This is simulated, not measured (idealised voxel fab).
You're looking at the process module voxel gate over fins.
The figure presents cross-section cut, which has a width of 290 nm and is divided into square cells with an edge length of 5 nm.
Bands, listed from the top down, are how a cross-section gets written in this document; the cross-section itself is a grid of square cells, and a band is one or more rows of them. Within each band entry, the heights of the top and of the bottom of the band appear first, in that order and in nm; the materials of the band then follow from left to right, each with its corresponding width in nm. The designation "full width" on a single material indicates that it fills the band from edge to edge; the designation "air" indicates empty space. Heights are reckoned from 0. Under this level, the received wafer is all of one material. The bottommost band is open-ended downward, for example "top 0, no bottom". Quick explanation for "30..40": the width changes in equal steps down the rows of cells, from the first number in the band's top row to the second number in its bottom row. When a step is marked "nothing different", none of the cells in the cross-section changed during that step. "Sealed voids" means: voids of 8 cells or more that are shut off from the top with no open way through. Written width x height at distance, distance from the left edge, in nm. The remark found on a step's line after its settings is issued by the simulator itself and pertains to that step. The optional step-line setting "overlay nm" applies to steps with a mask and quantifies how far to the right of its planned location the mask lay, a negative value indicating leftward placement.
[Process steps foreseen in the plan]
1) RECEIVE, material Si
2) CONFORMAL_DEP, material SiN, thk nm 10
3) MASKED_ETCH, tone cover, mask id FINS, width nm 15, pitch nm 40, etch materials SiN, depth nm 10, overlay nm 0
4) MASKED_ETCH, tone cover, mask id FINS, width nm 15, pitch nm 40, etch materials Si, depth nm 30, overlay nm 0
5) FILL_DEP, material SiO2, thk nm 5
6) CMP, height nm 10
7) SELECTIVE_ETCH, etch materials SiO2, depth nm 25
8) STRIP, etch materials SiN
9) CONFORMAL_DEP, material HfO2, thk nm 5
10) CONFORMAL_DEP, material TiN, thk nm 5
11) CONFORMAL_DEP, material TiAl, thk nm 5
12) CONFORMAL_DEP, material TiN, thk nm 5
13) FILL_DEP, material W, thk nm 10
14) CMP, height nm 25
15) CONFORMAL_DEP, material SiCN, thk nm 10
[First wafer out of two, processed as planned]
[Wafer cross-section on receipt, i.e. after step 1]
* top 0, no bottom = Si full width
* Sealed voids: none
[Step 2 done - wafer cross-section]
* top 10, bottom 0 = SiN full width
* Everything under 0 stays put, no change at all.
[Step 3 done - wafer cross-section]
* top 10, bottom 0 = air=115, then SiN=15, then air=25, then SiN=15, then air=120
* Everything under 0 stays put, no change at all.
[Step 4 done - wafer cross-section]
* top 10, bottom 0 = air=115, then SiN=15, then air=25, then SiN=15, then air=120
* top 0, bottom -30 = air=115, then Si=15, then air=25, then Si=15, then air=120
* Everything under -30 stays put, no change at all.
[Step 5 done - wafer cross-section]
* top 15, bottom 10 = SiO2 full width
* top 10, bottom 0 = SiO2=115, then SiN=15, then SiO2=25, then SiN=15, then SiO2=120
* top 0, bottom -30 = SiO2=115, then Si=15, then SiO2=25, then Si=15, then SiO2=120
* Everything under -30 stays put, no change at all.
[Step 6 done - wafer cross-section]
* top 10, bottom 0 = SiO2=115, then SiN=15, then SiO2=25, then SiN=15, then SiO2=120
* Everything under 0 stays put, no change at all.
[Step 7 done - wafer cross-section]
* top 10, bottom 0 = air=115, then SiN=15, then air=25, then SiN=15, then air=120
* top 0, bottom -15 = air=115, then Si=15, then air=25, then Si=15, then air=120
* Everything under -15 stays put, no change at all.
[Step 8 done - wafer cross-section]
* top 0, bottom -15 = air=115, then Si=15, then air=25, then Si=15, then air=120
* Everything under -15 stays put, no change at all.
[Step 9 done - wafer cross-section]
* top 5, bottom 0 = air=110, then HfO2=25, then air=15, then HfO2=25, then air=115
* top 0, bottom -10 = air=110, then HfO2=5, then Si=15, then HfO2=5, then air=15, then HfO2=5, then Si=15, then HfO2=5, then air=115
* top -10, bottom -15 = HfO2=115, then Si=15, then HfO2=25, then Si=15, then HfO2=120
* Everything under -15 stays put, no change at all.
[Step 10 done - wafer cross-section]
* top 10, bottom 5 = air=105, then TiN=35, then air=5, then TiN=35, then air=110
* top 5, bottom 0 = air=105, then TiN=5, then HfO2=25, then TiN=5, then air=5, then TiN=5, then HfO2=25, then TiN=5, then air=110
* top 0, bottom -5 = air=105, then TiN=5, then HfO2=5, then Si=15, then HfO2=5, then TiN=5, then air=5, then TiN=5, then HfO2=5, then Si=15, then HfO2=5, then TiN=5, then air=110
* top -5, bottom -10 = TiN=110, then HfO2=5, then Si=15, then HfO2=5, then TiN=15, then HfO2=5, then Si=15, then HfO2=5, then TiN=115
* Everything under -10 stays put, no change at all.
[Step 11 done - wafer cross-section]
* top 15, bottom 10 = air=100, then TiAl=85, then air=105
* top 10, bottom 5 = air=100, then TiAl=5, then TiN=35, then TiAl=5, then TiN=35, then TiAl=5, then air=105
* top 5, bottom 0 = air=100, then TiAl=5, then TiN=5, then HfO2=25, then TiN=5, then TiAl=5, then TiN=5, then HfO2=25, then TiN=5, then TiAl=5, then air=105
* top 0, bottom -5 = TiAl=105, then TiN=5, then HfO2=5, then Si=15, then HfO2=5, then TiN=5, then TiAl=5, then TiN=5, then HfO2=5, then Si=15, then HfO2=5, then TiN=5, then TiAl=110
* Everything under -5 stays put, no change at all.
[Step 12 done - wafer cross-section]
* top 20, bottom 15 = air=95, then TiN=95, then air=100
* top 15, bottom 10 = air=95, then TiN=5, then TiAl=85, then TiN=5, then air=100
* top 10, bottom 5 = air=95, then TiN=5, then TiAl=5, then TiN=35, then TiAl=5, then TiN=35, then TiAl=5, then TiN=5, then air=100
* top 5, bottom 0 = TiN=100, then TiAl=5, then TiN=5, then HfO2=25, then TiN=5, then TiAl=5, then TiN=5, then HfO2=25, then TiN=5, then TiAl=5, then TiN=105
* Everything under 0 stays put, no change at all.
[Step 13 done - wafer cross-section]
* top 30, bottom 20 = W full width
* top 20, bottom 15 = W=95, then TiN=95, then W=100
* top 15, bottom 10 = W=95, then TiN=5, then TiAl=85, then TiN=5, then W=100
* top 10, bottom 5 = W=95, then TiN=5, then TiAl=5, then TiN=35, then TiAl=5, then TiN=35, then TiAl=5, then TiN=5, then W=100
* Everything under 5 stays put, no change at all.
[Step 14 done - wafer cross-section]
* top 25, bottom 20 = W full width
* Everything under 20 stays put, no change at all.
[Step 15 done - wafer cross-section]
* top 35, bottom 25 = SiCN full width
* Everything under 25 stays put, no change at all.
[Wafer two: like wafer one in start and plan, but with one mistake in execution; identical up to and including step 8]
[Cross-section of the second wafer corresponding to the planned conclusion of step 9]
* top 5, bottom 0 = air=110, then TiN=25, then air=15, then TiN=25, then air=115
* top 0, bottom -10 = air=110, then TiN=5, then Si=15, then TiN=5, then air=15, then TiN=5, then Si=15, then TiN=5, then air=115
* top -10, bottom -15 = TiN=115, then Si=15, then TiN=25, then Si=15, then TiN=120
* Everything under -15 stays put, no change at all.
[Cross-section of the second wafer corresponding to the planned conclusion of step 10]
* top 10, bottom 5 = air=105, then HfO2=35, then air=5, then HfO2=35, then air=110
* top 5, bottom 0 = air=105, then HfO2=5, then TiN=25, then HfO2=5, then air=5, then HfO2=5, then TiN=25, then HfO2=5, then air=110
* top 0, bottom -5 = air=105, then HfO2=5, then TiN=5, then Si=15, then TiN=5, then HfO2=5, then air=5, then HfO2=5, then TiN=5, then Si=15, then TiN=5, then HfO2=5, then air=110
* top -5, bottom -10 = HfO2=110, then TiN=5, then Si=15, then TiN=5, then HfO2=15, then TiN=5, then Si=15, then TiN=5, then HfO2=115
* Everything under -10 stays put, no change at all.
[Cross-section of the second wafer corresponding to the planned conclusion of step 11]
* top 15, bottom 10 = air=100, then TiAl=85, then air=105
* top 10, bottom 5 = air=100, then TiAl=5, then HfO2=35, then TiAl=5, then HfO2=35, then TiAl=5, then air=105
* top 5, bottom 0 = air=100, then TiAl=5, then HfO2=5, then TiN=25, then HfO2=5, then TiAl=5, then HfO2=5, then TiN=25, then HfO2=5, then TiAl=5, then air=105
* top 0, bottom -5 = TiAl=105, then HfO2=5, then TiN=5, then Si=15, then TiN=5, then HfO2=5, then TiAl=5, then HfO2=5, then TiN=5, then Si=15, then TiN=5, then HfO2=5, then TiAl=110
* Everything under -5 stays put, no change at all.
[Cross-section of the second wafer corresponding to the planned conclusion of step 12]
* top 20, bottom 15 = air=95, then TiN=95, then air=100
* top 15, bottom 10 = air=95, then TiN=5, then TiAl=85, then TiN=5, then air=100
* top 10, bottom 5 = air=95, then TiN=5, then TiAl=5, then HfO2=35, then TiAl=5, then HfO2=35, then TiAl=5, then TiN=5, then air=100
* top 5, bottom 0 = TiN=100, then TiAl=5, then HfO2=5, then TiN=25, then HfO2=5, then TiAl=5, then HfO2=5, then TiN=25, then HfO2=5, then TiAl=5, then TiN=105
* Everything under 0 stays put, no change at all.
[Cross-section of the second wafer corresponding to the planned conclusion of step 13]
* top 30, bottom 20 = W full width
* top 20, bottom 15 = W=95, then TiN=95, then W=100
* top 15, bottom 10 = W=95, then TiN=5, then TiAl=85, then TiN=5, then W=100
* top 10, bottom 5 = W=95, then TiN=5, then TiAl=5, then HfO2=35, then TiAl=5, then HfO2=35, then TiAl=5, then TiN=5, then W=100
* Everything under 5 stays put, no change at all.
[Cross-section of the second wafer corresponding to the planned conclusion of step 14]
* top 25, bottom 20 = W full width
* Everything under 20 stays put, no change at all.
[Cross-section of the second wafer corresponding to the planned conclusion of step 15]
* top 35, bottom 25 = SiCN full width
* Everything under 25 stays put, no change at all.
What went wrong in running the wafer? a sequencing error occurred in which plan steps 9 and 10 were transposed
Upon completion, the cell count for each material on the second wafer equals that on the first, whereas the spatial distribution of those cells differs.
